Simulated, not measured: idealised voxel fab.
process module | voxel tone inversion
cross-section cut | 160 nm wide | cells 5 nm
A cross-section is a grid of square cells, given in bands from the top down. A band is one or more rows of cells.
Each band's line starts with the height of the band's top and of its bottom, in nm. Then come its materials from left to right, each with its width in nm. One material with "throughout" fills the band from edge to edge. "air" is empty space.
Height 0 is the level under which the wafer as received is all one material. The lowest band goes on downwards, as in "0 down".
A width such as "30 to 40" changes by the same amount from each row of cells to the next, from the band's top row to its bottom row.
"no change" after a step means that no cell of the cross-section changed.
closed voids: empty space of 8 cells or more with no open way to the top, each as width x height at its distance from the left edge, in nm
after a step's settings: what the simulator itself notes on the step
overlay nm, on a step with a mask: how far to the right of its planned place the mask lay; to the left if negative
plan
1 op RECEIVE | material Si
2 op CONFORMAL_DEP | material SiCN | thk nm 5
3 op DIRECTIONAL_DEP | material polySi | thk nm 25
4 op PATTERN | tone cover | mask id POSTS | material resist | width nm 25 | pitch nm 50 | thk nm 35 | overlay nm 0
5 op DIRECTIONAL_ETCH | etch materials polySi | depth nm 25
6 op STRIP | etch materials resist
7 op FILL_DEP | material SiO2 | thk nm 10
8 op CMP | height nm 30
9 op STRIP | etch materials polySi
as received, after step 1
  0 down: Si throughout
  closed voids: none
first wafer at the end, as planned
  30 to 5: SiO2 40 | air 25 | SiO2 25 | air 25 | SiO2 45
  5 to 0: SiCN throughout
  0 down: Si throughout
  closed voids: none
second wafer at the end: like start, like plan, one mistake
  30 to 25: SiCN throughout
  25 to 0: polySi throughout
  0 down: Si throughout
  closed voids: none
what went wrong: steps 2 and 3 were swapped
at the end the second wafer has, in cells: 110 fewer of SiO2 | 160 more of polySi
